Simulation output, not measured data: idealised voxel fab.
The process module presented herein is designated voxel wiring stack.
Square cell edge 5 nm, section width 295 nm, ID cut.
Cross-section layout: square cells on a grid; listed as bands, top to bottom; a band spans one or more cell rows. The band entry comprises the height of the band's top followed by the height of its bottom, expressed in nm, and subsequently the band's materials from left to right, each stated together with its width in nm. Where a single material is marked with the word "edge to edge", that material fills the band from edge to edge. The word "empty" represents empty space. Height datum 0, below which the as-received substrate wafer is one material. Lowest band open at the bottom, running downward: "0 -> down". A width such as "30 to 40" changes by the same amount from each row of cells to the next, from the band's top row to its bottom row. The cross-section has no changed cell in any step marked "no modifications". Closed-off voids of 8+ cells (no open route to the top) go in "Closed cavity list", written width x height at distance from the left edge, in nm. The remark found on a step's line after its settings is issued by the simulator itself and pertains to that step. You can add "overlay nm" to a step's line. For a step with a mask, it describes how far the mask lay to the right of its planned position, and a negative number describes a lay to the left.

## Here's what the planned process steps look like
1 RECEIVE, material Si
2 CONFORMAL_DEP, material SiO2, thk nm 10
3 DIRECTIONAL_DEP, material TiN, thk nm 5
4 DIRECTIONAL_DEP, material Ru, thk nm 20
5 PATTERN, tone cover, mask id METAL_1, material resist, width nm 30, pitch nm 50, thk nm 15, overlay nm 0
6 DIRECTIONAL_ETCH, etch materials Ru, depth nm 20
7 DIRECTIONAL_ETCH, etch materials TiN, depth nm 5
8 STRIP, etch materials resist
9 FILL_DEP, material lowk, thk nm 10
10 CMP, height nm 35
11 CONFORMAL_DEP, material SiCN, thk nm 5
12 DIRECTIONAL_DEP, material lowk, thk nm 20
13 PATTERN, tone open, mask id PLUG_1, material resist, width nm 15, pitch nm 50, thk nm 20, overlay nm 0
14 DIRECTIONAL_ETCH, etch materials lowk, depth nm 20
15 DIRECTIONAL_ETCH, etch materials SiCN, depth nm 5
16 STRIP, etch materials resist
17 EPI, material Ru, thk nm 10
18 EPI, material Ru, thk nm 10
19 EPI, material Ru, thk nm 5
20 DIRECTIONAL_DEP, material TiN, thk nm 5
21 DIRECTIONAL_DEP, material W, thk nm 20
22 MASKED_ETCH, tone cover, mask id METAL_2, width nm 30, pitch nm 50, etch materials W, depth nm 20, overlay nm 0
23 MASKED_ETCH, tone cover, mask id METAL_2, width nm 30, pitch nm 50, etch materials TiN, depth nm 5, overlay nm 0
24 CONFORMAL_DEP, material SiN, thk nm 5
25 FILL_DEP, material SiO2, thk nm 10
26 CMP, height nm 85
27 CONFORMAL_DEP, material SiCN, thk nm 5

## First wafer of two (run as planned)

## Cross-section: wafer on arrival = after step 1
0 -> down: Si edge to edge
Closed cavity list: none

## The wafer in cross-section once step 2 is complete
10 -> 0: SiO2 edge to edge
Below 0 it's all the same as before, nothing changed down there.

## The wafer in cross-section once step 3 is complete
15 -> 10: TiN edge to edge
Below 10 it's all the same as before, nothing changed down there.

## The wafer in cross-section once step 4 is complete
35 -> 15: Ru edge to edge
Below 15 it's all the same as before, nothing changed down there.

## The wafer in cross-section once step 5 is complete
50 -> 35: empty=80 / resist=30 / empty=20 / resist=30 / empty=20 / resist=30 / empty=85
Below 35 it's all the same as before, nothing changed down there.

## The wafer in cross-section once step 6 is complete
50 -> 35: empty=80 / resist=30 / empty=20 / resist=30 / empty=20 / resist=30 / empty=85
35 -> 15: empty=80 / Ru=30 / empty=20 / Ru=30 / empty=20 / Ru=30 / empty=85
Below 15 it's all the same as before, nothing changed down there.

## The wafer in cross-section once step 7 is complete
50 -> 35: empty=80 / resist=30 / empty=20 / resist=30 / empty=20 / resist=30 / empty=85
35 -> 15: empty=80 / Ru=30 / empty=20 / Ru=30 / empty=20 / Ru=30 / empty=85
15 -> 10: empty=80 / TiN=30 / empty=20 / TiN=30 / empty=20 / TiN=30 / empty=85
Below 10 it's all the same as before, nothing changed down there.

## The wafer in cross-section once step 8 is complete
35 -> 15: empty=80 / Ru=30 / empty=20 / Ru=30 / empty=20 / Ru=30 / empty=85
Below 15 it's all the same as before, nothing changed down there.

## The wafer in cross-section once step 9 is complete
45 -> 35: lowk edge to edge
35 -> 15: lowk=80 / Ru=30 / lowk=20 / Ru=30 / lowk=20 / Ru=30 / lowk=85
15 -> 10: lowk=80 / TiN=30 / lowk=20 / TiN=30 / lowk=20 / TiN=30 / lowk=85
Below 10 it's all the same as before, nothing changed down there.

## The wafer in cross-section once step 10 is complete
35 -> 15: lowk=80 / Ru=30 / lowk=20 / Ru=30 / lowk=20 / Ru=30 / lowk=85
Below 15 it's all the same as before, nothing changed down there.

## The wafer in cross-section once step 11 is complete
40 -> 35: SiCN edge to edge
Below 35 it's all the same as before, nothing changed down there.

## The wafer in cross-section once step 12 is complete
60 -> 40: lowk edge to edge
Below 40 it's all the same as before, nothing changed down there.

## The wafer in cross-section once step 13 is complete
80 -> 60: resist=80 / empty=15 / resist=35 / empty=15 / resist=35 / empty=15 / resist=100
Below 60 it's all the same as before, nothing changed down there.

## The wafer in cross-section once step 14 is complete
80 -> 60: resist=80 / empty=15 / resist=35 / empty=15 / resist=35 / empty=15 / resist=100
60 -> 40: lowk=80 / empty=15 / lowk=35 / empty=15 / lowk=35 / empty=15 / lowk=100
Below 40 it's all the same as before, nothing changed down there.

## The wafer in cross-section once step 15 is complete
80 -> 60: resist=80 / empty=15 / resist=35 / empty=15 / resist=35 / empty=15 / resist=100
60 -> 40: lowk=80 / empty=15 / lowk=35 / empty=15 / lowk=35 / empty=15 / lowk=100
40 -> 35: SiCN=80 / empty=15 / SiCN=35 / empty=15 / SiCN=35 / empty=15 / SiCN=100
Below 35 it's all the same as before, nothing changed down there.

## The wafer in cross-section once step 16 is complete
60 -> 40: lowk=80 / empty=15 / lowk=35 / empty=15 / lowk=35 / empty=15 / lowk=100
Below 40 it's all the same as before, nothing changed down there.

## The wafer in cross-section once step 17 is complete
60 -> 45: lowk=80 / empty=15 / lowk=35 / empty=15 / lowk=35 / empty=15 / lowk=100
45 -> 40: lowk=80 / Ru=15 / lowk=35 / Ru=15 / lowk=35 / Ru=15 / lowk=100
40 -> 35: SiCN=80 / Ru=15 / SiCN=35 / Ru=15 / SiCN=35 / Ru=15 / SiCN=100
Below 35 it's all the same as before, nothing changed down there.

## The wafer in cross-section once step 18 is complete
60 -> 55: lowk=80 / empty=15 / lowk=35 / empty=15 / lowk=35 / empty=15 / lowk=100
55 -> 40: lowk=80 / Ru=15 / lowk=35 / Ru=15 / lowk=35 / Ru=15 / lowk=100
Below 40 it's all the same as before, nothing changed down there.

## The wafer in cross-section once step 19 is complete
60 -> 40: lowk=80 / Ru=15 / lowk=35 / Ru=15 / lowk=35 / Ru=15 / lowk=100
Below 40 it's all the same as before, nothing changed down there.

## The wafer in cross-section once step 20 is complete
65 -> 60: TiN edge to edge
Below 60 it's all the same as before, nothing changed down there.

## The wafer in cross-section once step 21 is complete
85 -> 65: W edge to edge
Below 65 it's all the same as before, nothing changed down there.

## The wafer in cross-section once step 22 is complete
85 -> 65: empty=80 / W=30 / empty=20 / W=30 / empty=20 / W=30 / empty=85
Below 65 it's all the same as before, nothing changed down there.

## The wafer in cross-section once step 23 is complete
85 -> 65: empty=80 / W=30 / empty=20 / W=30 / empty=20 / W=30 / empty=85
65 -> 60: empty=80 / TiN=30 / empty=20 / TiN=30 / empty=20 / TiN=30 / empty=85
Below 60 it's all the same as before, nothing changed down there.

## The wafer in cross-section once step 24 is complete
90 -> 85: empty=75 / SiN=40 / empty=10 / SiN=40 / empty=10 / SiN=40 / empty=80
85 -> 65: empty=75 / SiN=5 / W=30 / SiN=5 / empty=10 / SiN=5 / W=30 / SiN=5 / empty=10 / SiN=5 / W=30 / SiN=5 / empty=80
65 -> 60: SiN=80 / TiN=30 / SiN=20 / TiN=30 / SiN=20 / TiN=30 / SiN=85
Below 60 it's all the same as before, nothing changed down there.

## The wafer in cross-section once step 25 is complete
100 -> 90: SiO2 edge to edge
90 -> 85: SiO2=75 / SiN=40 / SiO2=10 / SiN=40 / SiO2=10 / SiN=40 / SiO2=80
85 -> 65: SiO2=75 / SiN=5 / W=30 / SiN=5 / SiO2=10 / SiN=5 / W=30 / SiN=5 / SiO2=10 / SiN=5 / W=30 / SiN=5 / SiO2=80
Below 65 it's all the same as before, nothing changed down there.

## The wafer in cross-section once step 26 is complete
85 -> 65: SiO2=75 / SiN=5 / W=30 / SiN=5 / SiO2=10 / SiN=5 / W=30 / SiN=5 / SiO2=10 / SiN=5 / W=30 / SiN=5 / SiO2=80
Below 65 it's all the same as before, nothing changed down there.

## The wafer in cross-section once step 27 is complete
90 -> 85: SiCN edge to edge
Below 85 it's all the same as before, nothing changed down there.

## The second wafer was prepared from the same starting point and under the same plan as the first; its processing contained one mistake, and it remains indistinguishable from the first wafer up to and including step 16

## Second wafer: cross-section at the scheduled end of step 18
65 -> 60: empty=75 / Ru=25 / empty=25 / Ru=25 / empty=25 / Ru=25 / empty=95
60 -> 40: lowk=80 / Ru=15 / lowk=35 / Ru=15 / lowk=35 / Ru=15 / lowk=100
40 -> 35: SiCN=80 / Ru=15 / SiCN=35 / Ru=15 / SiCN=35 / Ru=15 / SiCN=100
Below 35 it's all the same as before, nothing changed down there.

## Second wafer: cross-section at the scheduled end of step 19
70 -> 60: empty=70 / Ru=35 / empty=15 / Ru=35 / empty=15 / Ru=35 / empty=90
Below 60 it's all the same as before, nothing changed down there.

## Second wafer: cross-section at the scheduled end of step 20
75 -> 70: empty=70 / TiN=35 / empty=15 / TiN=35 / empty=15 / TiN=35 / empty=90
70 -> 65: empty=70 / Ru=35 / empty=15 / Ru=35 / empty=15 / Ru=35 / empty=90
65 -> 60: TiN=70 / Ru=35 / TiN=15 / Ru=35 / TiN=15 / Ru=35 / TiN=90
Below 60 it's all the same as before, nothing changed down there.

## Second wafer: cross-section at the scheduled end of step 21
95 -> 85: empty=70 / W=35 / empty=15 / W=35 / empty=15 / W=35 / empty=90
85 -> 75: W edge to edge
75 -> 70: W=70 / TiN=35 / W=15 / TiN=35 / W=15 / TiN=35 / W=90
70 -> 65: W=70 / Ru=35 / W=15 / Ru=35 / W=15 / Ru=35 / W=90
Below 65 it's all the same as before, nothing changed down there.

## Second wafer: cross-section at the scheduled end of step 22
95 -> 85: empty=80 / W=25 / empty=25 / W=25 / empty=25 / W=25 / empty=90
85 -> 75: empty=80 / W=30 / empty=20 / W=30 / empty=20 / W=30 / empty=85
75 -> 70: empty=70 / TiN=35 / W=5 / empty=10 / TiN=35 / W=5 / empty=10 / TiN=35 / W=5 / empty=85
70 -> 65: empty=70 / Ru=35 / W=5 / empty=10 / Ru=35 / W=5 / empty=10 / Ru=35 / W=5 / empty=85
Below 65 it's all the same as before, nothing changed down there.

## Second wafer: cross-section at the scheduled end of step 23
95 -> 85: empty=80 / W=25 / empty=25 / W=25 / empty=25 / W=25 / empty=90
85 -> 75: empty=80 / W=30 / empty=20 / W=30 / empty=20 / W=30 / empty=85
75 -> 70: empty=80 / TiN=25 / W=5 / empty=20 / TiN=25 / W=5 / empty=20 / TiN=25 / W=5 / empty=85
70 -> 65: empty=70 / Ru=35 / W=5 / empty=10 / Ru=35 / W=5 / empty=10 / Ru=35 / W=5 / empty=85
65 -> 60: empty=70 / Ru=35 / TiN=5 / empty=10 / Ru=35 / TiN=5 / empty=10 / Ru=35 / TiN=5 / empty=85
Below 60 it's all the same as before, nothing changed down there.

## Second wafer: cross-section at the scheduled end of step 24
100 -> 95: empty=75 / SiN=35 / empty=15 / SiN=35 / empty=15 / SiN=35 / empty=85
95 -> 85: empty=75 / SiN=5 / W=25 / SiN=5 to 10 / empty=15 to 10 / SiN=5 / W=25 / SiN=5 to 10 / empty=15 to 10 / SiN=5 / W=25 / SiN=5 to 10 / empty=85 to 80
85 -> 75: empty=75 / SiN=5 / W=30 / SiN=5 / empty=10 / SiN=5 / W=30 / SiN=5 / empty=10 / SiN=5 / W=30 / SiN=5 / empty=80
75 -> 70: empty=65 / SiN=15 / TiN=25 / W=5 / SiN=20 / TiN=25 / W=5 / SiN=20 / TiN=25 / W=5 / SiN=5 / empty=80
70 -> 65: empty=65 / SiN=5 / Ru=35 / W=5 / SiN=10 / Ru=35 / W=5 / SiN=10 / Ru=35 / W=5 / SiN=5 / empty=80
65 -> 60: SiN=70 / Ru=35 / TiN=5 / SiN=10 / Ru=35 / TiN=5 / SiN=10 / Ru=35 / TiN=5 / SiN=85
Below 60 it's all the same as before, nothing changed down there.

## Second wafer: cross-section at the scheduled end of step 25
110 -> 100: SiO2 edge to edge
100 -> 95: SiO2=75 / SiN=35 / SiO2=15 / SiN=35 / SiO2=15 / SiN=35 / SiO2=85
95 -> 85: SiO2=75 / SiN=5 / W=25 / SiN=5 to 10 / SiO2=15 to 10 / SiN=5 / W=25 / SiN=5 to 10 / SiO2=15 to 10 / SiN=5 / W=25 / SiN=5 to 10 / SiO2=85 to 80
85 -> 75: SiO2=75 / SiN=5 / W=30 / SiN=5 / SiO2=10 / SiN=5 / W=30 / SiN=5 / SiO2=10 / SiN=5 / W=30 / SiN=5 / SiO2=80
75 -> 70: SiO2=65 / SiN=15 / TiN=25 / W=5 / SiN=20 / TiN=25 / W=5 / SiN=20 / TiN=25 / W=5 / SiN=5 / SiO2=80
70 -> 65: SiO2=65 / SiN=5 / Ru=35 / W=5 / SiN=10 / Ru=35 / W=5 / SiN=10 / Ru=35 / W=5 / SiN=5 / SiO2=80
Below 65 it's all the same as before, nothing changed down there.

## Second wafer: cross-section at the scheduled end of step 26
85 -> 75: SiO2=75 / SiN=5 / W=30 / SiN=5 / SiO2=10 / SiN=5 / W=30 / SiN=5 / SiO2=10 / SiN=5 / W=30 / SiN=5 / SiO2=80
Below 75 it's all the same as before, nothing changed down there.

## Second wafer: cross-section at the scheduled end of step 27
90 -> 85: SiCN edge to edge
Below 85 it's all the same as before, nothing changed down there.
Error vs. plan: one of the identical steps 17 and 18 was run twice, but which one cannot be determined
Final wafer comparison in cells, second versus first, more or fewer per material: 42 more of Ru, 12 fewer of SiO2, 30 fewer of W
